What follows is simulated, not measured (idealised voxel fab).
This is a process module. Its name is voxel trench capacitor.
Xsec cut, 260 nm wide, square cell size 5 nm.
This document writes a cross-section as a grid whose cells are square, and gives it as bands, listed from the top down; one or more rows of cells form a band.
Basically the band line says how high the top is and how high the bottom is, in nm, and then what's in it from left to right, every material with its width in nm. Empty space shows up as "blank", and if a single material carries "throughout" it runs the full band edge to edge.
Heights are reckoned from 0. Under this level, the received wafer is all of one material. The bottommost band is open-ended downward, for example "from 0 down".
Width "30..40": first value at the band's top row of cells, second value at its bottom row, equal change from row to row.
"remains unaltered" (step): cross-section cells unchanged, all of them.
Heads up: "Listed closed voids" only lists the empty pockets with no open path to the top that are 8 cells or more, and it writes them as width x height at distance, distance from the left edge, in nm.
Step line, after settings: the simulator's comment on this step.
When a step includes a mask, the "overlay nm" setting on its line states how far to the right of its planned place that mask lay, and negative values state how far to the left.
# Process steps foreseen in the plan
1: RECEIVE, material Si
2: CONFORMAL_DEP, material SiN, thk nm 5
3: DIRECTIONAL_DEP, material aC, thk nm 15
4: PATTERN, tone open, mask id TRENCH, material resist, width nm 25, pitch nm 45, thk nm 30, overlay nm 0
5: DIRECTIONAL_ETCH, etch materials aC, depth nm 15
6: STRIP, etch materials resist
7: DIRECTIONAL_ETCH, etch materials SiN, depth nm 5
8: DIRECTIONAL_ETCH, etch materials Si, depth nm 35
9: STRIP, etch materials aC
10: CONFORMAL_DEP, material Al2O3, thk nm 5
11: FILL_DEP, material polySi, thk nm 10
12: CMP, height nm 5
# The first of the two wafers, which ran as planned
# Step 1 complete: cross-section of the wafer as received
  from 0 down | Si throughout
  Listed closed voids: none
# Cross-section of the wafer subsequent to step 2
  from 5 to 0 | SiN throughout
  Lower than 0, everything is as it was.
# Cross-section of the wafer subsequent to step 3
  from 20 to 5 | aC throughout
  Lower than 5, everything is as it was.
# Cross-section of the wafer subsequent to step 4
  from 50 to 20 | resist (70); blank (25); resist (20); blank (25); resist (20); blank (25); resist (75)
  Lower than 20, everything is as it was.
# Cross-section of the wafer subsequent to step 5
  from 35 to 20 | resist (70); blank (25); resist (20); blank (25); resist (20); blank (25); resist (75)
  from 20 to 5 | aC (70); blank (25); aC (20); blank (25); aC (20); blank (25); aC (75)
  Lower than 5, everything is as it was.
# Cross-section of the wafer subsequent to step 6
  from 20 to 5 | aC (70); blank (25); aC (20); blank (25); aC (20); blank (25); aC (75)
  Lower than 5, everything is as it was.
# Cross-section of the wafer subsequent to step 7
  from 20 to 5 | aC (70); blank (25); aC (20); blank (25); aC (20); blank (25); aC (75)
  from 5 to 0 | SiN (70); blank (25); SiN (20); blank (25); SiN (20); blank (25); SiN (75)
  Lower than 0, everything is as it was.
# Cross-section of the wafer subsequent to step 8
  from 20 to 5 | aC (70); blank (25); aC (20); blank (25); aC (20); blank (25); aC (75)
  from 5 to 0 | SiN (70); blank (25); SiN (20); blank (25); SiN (20); blank (25); SiN (75)
  from 0 to -35 | Si (70); blank (25); Si (20); blank (25); Si (20); blank (25); Si (75)
  Lower than -35, everything is as it was.
# Cross-section of the wafer subsequent to step 9
  from 5 to 0 | SiN (70); blank (25); SiN (20); blank (25); SiN (20); blank (25); SiN (75)
  Lower than 0, everything is as it was.
# Cross-section of the wafer subsequent to step 10
  from 10 to 5 | Al2O3 (75); blank (15); Al2O3 (30); blank (15); Al2O3 (30); blank (15); Al2O3 (80)
  from 5 to 0 | SiN (70); Al2O3 (5); blank (15); Al2O3 (5); SiN (20); Al2O3 (5); blank (15); Al2O3 (5); SiN (20); Al2O3 (5); blank (15); Al2O3 (5); SiN (75)
  from 0 to -30 | Si (70); Al2O3 (5); blank (15); Al2O3 (5); Si (20); Al2O3 (5); blank (15); Al2O3 (5); Si (20); Al2O3 (5); blank (15); Al2O3 (5); Si (75)
  from -30 to -35 | Si (70); Al2O3 (25); Si (20); Al2O3 (25); Si (20); Al2O3 (25); Si (75)
  Lower than -35, everything is as it was.
# Cross-section of the wafer subsequent to step 11
  from 20 to 10 | polySi throughout
  from 10 to 5 | Al2O3 (75); polySi (15); Al2O3 (30); polySi (15); Al2O3 (30); polySi (15); Al2O3 (80)
  from 5 to 0 | SiN (70); Al2O3 (5); polySi (15); Al2O3 (5); SiN (20); Al2O3 (5); polySi (15); Al2O3 (5); SiN (20); Al2O3 (5); polySi (15); Al2O3 (5); SiN (75)
  from 0 to -30 | Si (70); Al2O3 (5); polySi (15); Al2O3 (5); Si (20); Al2O3 (5); polySi (15); Al2O3 (5); Si (20); Al2O3 (5); polySi (15); Al2O3 (5); Si (75)
  Lower than -30, everything is as it was.
# Cross-section of the wafer subsequent to step 12
  from 5 to 0 | SiN (70); Al2O3 (5); polySi (15); Al2O3 (5); SiN (20); Al2O3 (5); polySi (15); Al2O3 (5); SiN (20); Al2O3 (5); polySi (15); Al2O3 (5); SiN (75)
  Lower than 0, everything is as it was.
# Companion wafer, the second of two: same beginning, same intended sequence, one mistake in carrying it out; through step 7 inclusive it tracks the first exactly
# Cross-section of the second wafer corresponding to the planned conclusion of step 8
  from 20 to 5 | aC (70); blank (25); aC (20); blank (25); aC (20); blank (25); aC (75)
  from 5 to 0 | SiN (70); blank (25); SiN (20); blank (25); SiN (20); blank (25); SiN (75)
  from 0 to -70 | Si (70); blank (25); Si (20); blank (25); Si (20); blank (25); Si (75)
  Lower than -70, everything is as it was.
# Cross-section of the second wafer corresponding to the planned conclusion of step 9
  from 5 to 0 | SiN (70); blank (25); SiN (20); blank (25); SiN (20); blank (25); SiN (75)
  Lower than 0, everything is as it was.
# Cross-section of the second wafer corresponding to the planned conclusion of step 10
  from 10 to 5 | Al2O3 (75); blank (15); Al2O3 (30); blank (15); Al2O3 (30); blank (15); Al2O3 (80)
  from 5 to 0 | SiN (70); Al2O3 (5); blank (15); Al2O3 (5); SiN (20); Al2O3 (5); blank (15); Al2O3 (5); SiN (20); Al2O3 (5); blank (15); Al2O3 (5); SiN (75)
  from 0 to -65 | Si (70); Al2O3 (5); blank (15); Al2O3 (5); Si (20); Al2O3 (5); blank (15); Al2O3 (5); Si (20); Al2O3 (5); blank (15); Al2O3 (5); Si (75)
  from -65 to -70 | Si (70); Al2O3 (25); Si (20); Al2O3 (25); Si (20); Al2O3 (25); Si (75)
  Lower than -70, everything is as it was.
# Cross-section of the second wafer corresponding to the planned conclusion of step 11
  from 20 to 10 | polySi throughout
  from 10 to 5 | Al2O3 (75); polySi (15); Al2O3 (30); polySi (15); Al2O3 (30); polySi (15); Al2O3 (80)
  from 5 to 0 | SiN (70); Al2O3 (5); polySi (15); Al2O3 (5); SiN (20); Al2O3 (5); polySi (15); Al2O3 (5); SiN (20); Al2O3 (5); polySi (15); Al2O3 (5); SiN (75)
  from 0 to -65 | Si (70); Al2O3 (5); polySi (15); Al2O3 (5); Si (20); Al2O3 (5); polySi (15); Al2O3 (5); Si (20); Al2O3 (5); polySi (15); Al2O3 (5); Si (75)
  Lower than -65, everything is as it was.
# Cross-section of the second wafer corresponding to the planned conclusion of step 12
  from 5 to 0 | SiN (70); Al2O3 (5); polySi (15); Al2O3 (5); SiN (20); Al2O3 (5); polySi (15); Al2O3 (5); SiN (20); Al2O3 (5); polySi (15); Al2O3 (5); SiN (75)
  Lower than 0, everything is as it was.
So what did we get wrong on this run? step 8 of the plan was carried out twice
Wrapping up, a cell-based count of both wafers puts the second over or under the first for these materials: Al2O3 +42; Si -105; polySi +63
